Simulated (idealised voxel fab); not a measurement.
The document below concerns the process module designated voxel released beams.
Cross-section cut: width 190 nm, square cells of 5 nm.
Cross-sections here: square-cell grids, written as top-down lists of bands, a band being one or more rows of cells.
The band entry comprises the height of the band's top followed by the height of its bottom, expressed in nm, and subsequently the band's materials from left to right, each stated together with its width in nm. Where a single material is marked with the word "throughout", that material fills the band from edge to edge. The word "empty" represents empty space.
Heights are reckoned from 0. Under this level, the received wafer is all of one material. The bottommost band is open-ended downward, for example "z 0 and below".
It should be noted that a width expressed as "30 to 40" varies in equal increments from row to row of cells within the band, taking the value of the first number at the top row and that of the second number at the bottom row.
Take "left unchanged" at face value: in the step it is given for, the cross-section changed in none of its cells.
Listed in "Closed void list": every empty space of 8 or more cells without an open way to the top. Form: width x height at distance, the distance being from the left edge, all in nm.
Step line, after settings: the simulator's comment on this step.
The setting "overlay nm" may be written on the line of a step. When the step uses a mask, the value reports how far to the right of the planned place the mask lay, and a negative value reports that it lay to the left.

**Intended process steps**
step 1: RECEIVE: material Si
step 2: CONFORMAL_DEP: material SiN, thk nm 10
step 3: DIRECTIONAL_DEP: material SiO2, thk nm 10
step 4: DIRECTIONAL_DEP: material aC, thk nm 15
step 5: PATTERN: tone open, mask id ANCHOR, material resist, width nm 35, thk nm 35, overlay nm 0
step 6: DIRECTIONAL_ETCH: etch materials aC, depth nm 15
step 7: STRIP: etch materials resist
step 8: DIRECTIONAL_ETCH: etch materials SiO2, depth nm 10
step 9: STRIP: etch materials aC
step 10: CONFORMAL_DEP: material TiN, thk nm 10
step 11: DIRECTIONAL_DEP: material aC, thk nm 10
step 12: PATTERN: tone cover, mask id BEAM, material resist, width nm 100, thk nm 30, overlay nm 0
step 13: DIRECTIONAL_ETCH: etch materials aC, depth nm 10
step 14: STRIP: etch materials resist
step 15: DIRECTIONAL_ETCH: etch materials TiN, depth nm 10
step 16: STRIP: etch materials aC
step 17: STRIP: etch materials SiO2

**So this is the incoming wafer in cross-section - it's already been through step 1**
- z 0 and below | Si throughout
- Closed void list: none

**One mistake in running the module, otherwise start and plan as above: cross-section at the end**
- z 20 to 10 | empty 40; TiN 15; empty 15; TiN 70; empty 50
- z 10 to 0 | empty 45; TiN 35; empty 110
- z 0 and below | Si throughout
- Closed void list: none
So what did we get wrong on this run? step 2 of the plan never got run, it was skipped over
